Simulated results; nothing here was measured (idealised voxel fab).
You're looking at the process module voxel transistor to metal.
Square cells of 5 nm make up the cross-section cut, whose width is 285 nm.
Cross-section format: a grid of square cells, given as bands from top to bottom; each band is one or more rows of cells.
Within each band entry, the heights of the top and of the bottom of the band appear first, in that order and in nm; the materials of the band then follow from left to right, each with its corresponding width in nm. The designation "all across" on a single material indicates that it fills the band from edge to edge; the designation "blank" indicates empty space.
Zero point of the height axis is 0; under it, received wafer = one material. Lowest band: continues down indefinitely, "z 0 and below".
Per-row width for "30 to 40": begins at first number (top row of band), ends at second number (bottom row), increment between rows held constant.
Where the words "no change occurred" appear for a step, the cross-section shows no cell changed by that step; every cell remained as before.
Enclosed voids (no open way to top), threshold 8 cells or more, entry "Closed internal cavities", notation width x height at distance, distance from left edge, nm.
Anything after a step's settings on that line? It's the simulator's own note about the step.
For masked steps, "overlay nm" on the step line gives how far right of plan the mask actually lay; a minus sign means it lay to the left.
**Process steps (planned)**
1,RECEIVE, material Si
2,OXIDIZE, depth nm 5
3,CONFORMAL_DEP, material SiN, thk nm 10
4,PATTERN, tone cover, mask id ACTIVE, material resist, width nm 100, pitch nm 125, thk nm 20, overlay nm 0
5,DIRECTIONAL_ETCH, etch materials SiN, depth nm 10
6,DIRECTIONAL_ETCH, etch materials SiO2, depth nm 5
7,DIRECTIONAL_ETCH, etch materials Si, depth nm 25
8,STRIP, etch materials resist
9,FILL_DEP, material SiO2, thk nm 10
10,CMP, height nm 10
11,SELECTIVE_ETCH, etch materials SiO2, depth nm 5
12,STRIP, etch materials SiN
13,SELECTIVE_ETCH, etch materials SiO2, depth nm 5
14,OXIDIZE, depth nm 5
15,DIRECTIONAL_DEP, material polySi, thk nm 15
16,DIRECTIONAL_DEP, material SiCN, thk nm 10
17,DIRECTIONAL_DEP, material aC, thk nm 10
18,PATTERN, tone cover, mask id GATE, material resist, width nm 20, pitch nm 125, thk nm 30, overlay nm 0
19,DIRECTIONAL_ETCH, etch materials aC, depth nm 10
20,STRIP, etch materials resist
21,DIRECTIONAL_ETCH, etch materials SiCN, depth nm 20
22,DIRECTIONAL_ETCH, etch materials polySi, depth nm 35
23,STRIP, etch materials aC
24,CONFORMAL_DEP, material SiN, thk nm 10
25,DIRECTIONAL_ETCH, etch materials SiN, depth nm 10
26,DIRECTIONAL_ETCH, etch materials SiO2, depth nm 5
27,EPI, material SiGe, thk nm 5
28,FILL_DEP, material SiO2, thk nm 10
29,CMP, height nm 30
30,DIRECTIONAL_DEP, material SiO2, thk nm 15
31,MASKED_ETCH, tone open, mask id CONTACT, width nm 30, etch materials SiO2, depth nm 50, overlay nm 0
32,CONFORMAL_DEP, material TiN, thk nm 5
33,FILL_DEP, material W, thk nm 10
34,CMP, height nm 45
35,CONFORMAL_DEP, material SiCN, thk nm 5
36,DIRECTIONAL_DEP, material lowk, thk nm 25
37,MASKED_ETCH, tone open, mask id METAL_1, width nm 15, etch materials lowk, depth nm 25, overlay nm 0
38,MASKED_ETCH, tone open, mask id METAL_1, width nm 15, etch materials SiCN, depth nm 5, overlay nm 0
39,CONFORMAL_DEP, material TiN, thk nm 5
40,FILL_DEP, material Ru, thk nm 10
41,CMP, height nm 75
42,EPI, material Ru, thk nm 5
43,FILL_DEP, material SiCN, thk nm 5
Quick note for whoever runs this: the wafers start identical, but the thk nm at step 15 isn't the same across them. The plan just shows what the first wafer had.
**Step 1 complete: as-received cross-section of the first of several wafers**
  z 0 and below = Si all across
  Closed internal cavities: none
**The table below has one row for each wafer; a row shows, as of the end of the module, how many cells of each material the wafer has gained, marked (+), or lost, marked (-), since it was received, and then the wafer's closed voids**
thk nm 15 | +40 Ru | -182 Si | +155 SiCN | +20 SiGe | +48 SiN | +367 SiO2 | +148 TiN | +124 W | +225 lowk | +24 polySi | Closed internal cavities: none
thk nm 20 | +40 Ru | -182 Si | +155 SiCN | +20 SiGe | +56 SiN | +355 SiO2 | +148 TiN | +120 W | +225 lowk | +32 polySi | Closed internal cavities: none
thk nm 25 | +40 Ru | -182 Si | +155 SiCN | +20 SiGe | +64 SiN | +343 SiO2 | +148 TiN | +116 W | +225 lowk | +40 polySi | Closed internal cavities: none
thk nm 30 | +40 Ru | -182 Si | +147 SiCN | +20 SiGe | +64 SiN | +343 SiO2 | +148 TiN | +116 W | +225 lowk | +48 polySi | Closed internal cavities: none
thk nm 35 | +40 Ru | -182 Si | +139 SiCN | +20 SiGe | +64 SiN | +343 SiO2 | +148 TiN | +116 W | +225 lowk | +56 polySi | Closed internal cavities: none
